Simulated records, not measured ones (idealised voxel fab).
process module | voxel transistor to metal
cross-section cut | 210 nm wide | cells 5 nm
A cross-section is a grid of square cells, given in bands from the top down. A band is one or more rows of cells.
Each band's line starts with the height of the band's top and of its bottom, in nm. Then come its materials from left to right, each with its width in nm. One material with "throughout" fills the band from edge to edge. "air" is empty space.
Height 0 is the level under which the wafer as received is all one material. The lowest band goes on downwards, as in "0 down".
A width such as "30 to 40" changes by the same amount from each row of cells to the next, from the band's top row to its bottom row.
"no change" after a step means that no cell of the cross-section changed.
closed voids: empty space of 8 cells or more with no open way to the top, each as width x height at its distance from the left edge, in nm
after a step's settings: what the simulator itself notes on the step
overlay nm, on a step with a mask: how far to the right of its planned place the mask lay; to the left if negative
plan
1 op RECEIVE | material Si
2 op OXIDIZE | depth nm 5
3 op CONFORMAL_DEP | material SiN | thk nm 10
4 op DIRECTIONAL_DEP | material aC | thk nm 10
5 op PATTERN | tone cover | mask id ACTIVE | material resist | width nm 120 | thk nm 25 | overlay nm 0
6 op DIRECTIONAL_ETCH | etch materials aC | depth nm 10
7 op STRIP | etch materials resist
8 op DIRECTIONAL_ETCH | etch materials SiN | depth nm 10
9 op DIRECTIONAL_ETCH | etch materials SiO2 | depth nm 5
10 op DIRECTIONAL_ETCH | etch materials Si | depth nm 30
11 op STRIP | etch materials aC
12 op OXIDIZE | depth nm 5
13 op FILL_DEP | material SiO2 | thk nm 5
14 op CMP | height nm 10
15 op SELECTIVE_ETCH | etch materials SiO2 | depth nm 5
16 op STRIP | etch materials SiN
17 op SELECTIVE_ETCH | etch materials SiO2 | depth nm 5
18 op OXIDIZE | depth nm 5
19 op DIRECTIONAL_DEP | material polySi | thk nm 20
20 op DIRECTIONAL_DEP | material SiCN | thk nm 10
21 op DIRECTIONAL_DEP | material aC | thk nm 10
22 op PATTERN | tone cover | mask id GATE | material resist | width nm 30 | thk nm 30 | overlay nm 0
23 op DIRECTIONAL_ETCH | etch materials aC | depth nm 10
24 op STRIP | etch materials resist
25 op DIRECTIONAL_ETCH | etch materials SiCN | depth nm 20
26 op DIRECTIONAL_ETCH | etch materials polySi | depth nm 30
27 op STRIP | etch materials aC
28 op CONFORMAL_DEP | material SiO2 | thk nm 5
29 op DIRECTIONAL_ETCH | etch materials SiO2 | depth nm 5
30 op CONFORMAL_DEP | material SiN | thk nm 10
31 op DIRECTIONAL_ETCH | etch materials SiN | depth nm 10
32 op DIRECTIONAL_ETCH | etch materials SiO2 | depth nm 5
33 op DIRECTIONAL_ETCH | etch materials Si | depth nm 5
34 op EPI | material pSi | thk nm 10
35 op FILL_DEP | material SiO2 | thk nm 10
36 op CMP | height nm 15
37 op STRIP | etch materials polySi
38 op SELECTIVE_ETCH | etch materials SiO2 | depth nm 5
39 op CONFORMAL_DEP | material HfO2 | thk nm 5
40 op CONFORMAL_DEP | material TiN | thk nm 5
41 op FILL_DEP | material W | thk nm 10
42 op CMP | height nm 10
43 op DIRECTIONAL_DEP | material SiO2 | thk nm 15
44 op DIRECTIONAL_DEP | material aC | thk nm 15
45 op PATTERN | tone open | mask id CONTACT | material resist | width nm 15 | pitch nm 85 | thk nm 35 | overlay nm 0
46 op DIRECTIONAL_ETCH | etch materials aC | depth nm 15
47 op STRIP | etch materials resist
48 op DIRECTIONAL_ETCH | etch materials SiO2 | depth nm 25
49 op STRIP | etch materials aC
50 op CONFORMAL_DEP | material TiN | thk nm 5
51 op FILL_DEP | material W | thk nm 10
52 op CMP | height nm 25
53 op CONFORMAL_DEP | material SiN | thk nm 5
54 op DIRECTIONAL_DEP | material SiO2 | thk nm 20
55 op MASKED_ETCH | tone open | mask id METAL_1 | width nm 15 | pitch nm 85 | etch materials SiO2 | depth nm 20 | overlay nm 0
56 op MASKED_ETCH | tone open | mask id METAL_1 | width nm 15 | pitch nm 85 | etch materials SiN | depth nm 5 | overlay nm 0
57 op CONFORMAL_DEP | material TiN | thk nm 5
58 op FILL_DEP | material Cu | thk nm 10
59 op CMP | height nm 50
60 op CONFORMAL_DEP | material SiCN | thk nm 5
61 op DIRECTIONAL_DEP | material SiO2 | thk nm 25
62 op DIRECTIONAL_DEP | material aC | thk nm 10
63 op PATTERN | tone open | mask id METAL_2 | material resist | width nm 15 | pitch nm 85 | thk nm 30 | overlay nm 0
64 op DIRECTIONAL_ETCH | etch materials aC | depth nm 10
65 op STRIP | etch materials resist
66 op DIRECTIONAL_ETCH | etch materials SiO2 | depth nm 15
67 op STRIP | etch materials aC
68 op PATTERN | tone open | mask id METAL_2_HOLES | material resist | width nm 15 | pitch nm 85 | thk nm 15 | overlay nm 0
69 op DIRECTIONAL_ETCH | etch materials SiO2 | depth nm 10
70 op DIRECTIONAL_ETCH | etch materials SiCN | depth nm 5
71 op STRIP | etch materials resist
72 op CONFORMAL_DEP | material TiN | thk nm 5
73 op FILL_DEP | material Cu | thk nm 5
74 op CMP | height nm 80
75 op CONFORMAL_DEP | material SiN | thk nm 5
as received, after step 1
  0 down: Si throughout
  closed voids: none
a wafer at the end: this start, this plan, one mistake
  85 to 80: SiN throughout
  80 to 55: SiO2 55 | TiN 5 | Cu 5 | TiN 5 | SiO2 70 | TiN 5 | Cu 5 | TiN 5 | SiO2 55
  55 to 50: SiCN 55 | TiN 15 | SiCN 70 | TiN 15 | SiCN 55
  50 to 30: SiO2 55 | TiN 5 | Cu 5 | TiN 5 | SiO2 70 | TiN 5 | Cu 5 | TiN 5 | SiO2 55
  30 to 25: SiN 55 | TiN 15 | SiN 70 | TiN 15 | SiN 55
  25 to 10: SiO2 55 | TiN 5 | W 5 | TiN 5 | SiO2 70 | TiN 5 | W 5 | TiN 5 | SiO2 55
  10 to 5: SiO2 55 | TiN 5 | W 5 | TiN 5 | SiO2 5 | SiN 10 | HfO2 5 | TiN 5 | W 20 | TiN 5 | HfO2 5 | SiN 10 | SiO2 5 | TiN 5 | W 5 | TiN 5 | SiO2 55
  5 to 0: SiO2 55 | TiN 15 | SiO2 5 | SiN 10 | HfO2 5 | TiN 5 | W 20 | TiN 5 | HfO2 5 | SiN 10 | SiO2 5 | TiN 15 | SiO2 55
  0 to -5: SiO2 45 | SiN 10 | pSi 20 | SiN 10 | HfO2 5 | TiN 30 | HfO2 5 | SiN 10 | pSi 20 | SiN 10 | SiO2 45
  -5 to -10: SiO2 55 | pSi 20 | SiO2 10 | HfO2 40 | SiO2 10 | pSi 20 | SiO2 55
  -10 to -15: SiO2 50 | Si 5 | pSi 20 | Si 60 | pSi 20 | Si 5 | SiO2 50
  -15 to -70: SiO2 50 | Si 110 | SiO2 50
  -70 down: Si throughout
  closed voids: none
what went wrong: step 10 was run twice
